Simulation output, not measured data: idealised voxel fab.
Documented hereafter: the process module known as voxel released beams.
Displayed cross-section: cut, width of 225 nm, square cells sized 5 nm.
When this document writes out a cross-section, it uses a grid of square cells and lists it as bands, beginning at the top and moving down, with a band standing for one or more rows of cells.
Top, bottom (nm), then materials left to right with widths (nm); lone material tagged "edge to edge" fills the whole band edge to edge; "air" = empty space.
The level at which height equals 0 is the one under which the wafer, as it arrives, is entirely one material. No lower edge exists for the bottom band, which continues downward and is notated as in "0 and below".
The width entry "30 to 40" should be interpreted row by row: the top row of cells in the band takes the first number, the bottom row takes the second number, and the change between adjacent rows is uniform throughout.
Any step labelled "no modification" changed none of the cells in the cross-section.
For the entry "Fully closed voids", the listed items are empty spaces with no open way to the top whose size is 8 cells or more; each item follows the pattern width x height at distance, where distance is from the left edge and all three are in nm.
On each step's line, the part that comes after the settings is the simulator's own comment on the step.
What "overlay nm" on a step's line means: if the step has a mask, that mask lay this far to the right of its planned place, or, when the value is negative, to the left.

### Steps planned for the process
| 1 | RECEIVE [material Si] |
| 2 | CONFORMAL_DEP [material SiN] [thk nm 5] |
| 3 | DIRECTIONAL_DEP [material SiO2] [thk nm 10] |
| 4 | DIRECTIONAL_DEP [material aC] [thk nm 15] |
| 5 | PATTERN [tone open] [mask id ANCHOR] [material resist] [width nm 45] [thk nm 35] [overlay nm 0] |
| 6 | DIRECTIONAL_ETCH [etch materials aC] [depth nm 15] |
| 7 | STRIP [etch materials resist] |
| 8 | DIRECTIONAL_ETCH [etch materials SiO2] [depth nm 10] |
| 9 | STRIP [etch materials aC] |
| 10 | CONFORMAL_DEP [material TiN] [thk nm 15] |
| 11 | PATTERN [tone cover] [mask id BEAM] [material resist] [width nm 90] [thk nm 20] [overlay nm 0] |
| 12 | DIRECTIONAL_ETCH [etch materials TiN] [depth nm 15] |
| 13 | STRIP [etch materials resist] |
| 14 | STRIP [etch materials SiO2] |
Wafer-to-wafer difference: thk nm, step 2. Common start. Plan = first wafer's value.

### Cross-section of the first of several wafers as received (after step 1)
* 0 and below  Si edge to edge
* Fully closed voids: none

### End of module, by wafer: material-by-material cell gain (+) or loss (-) since receipt, then closed voids
thk nm 5 | +45 SiN | +66 TiN | Fully closed voids: none
thk nm 10 | +90 SiN | +66 TiN | Fully closed voids: none
thk nm 15 | +135 SiN | +66 TiN | Fully closed voids: none
thk nm 20 | +180 SiN | +66 TiN | Fully closed voids: none
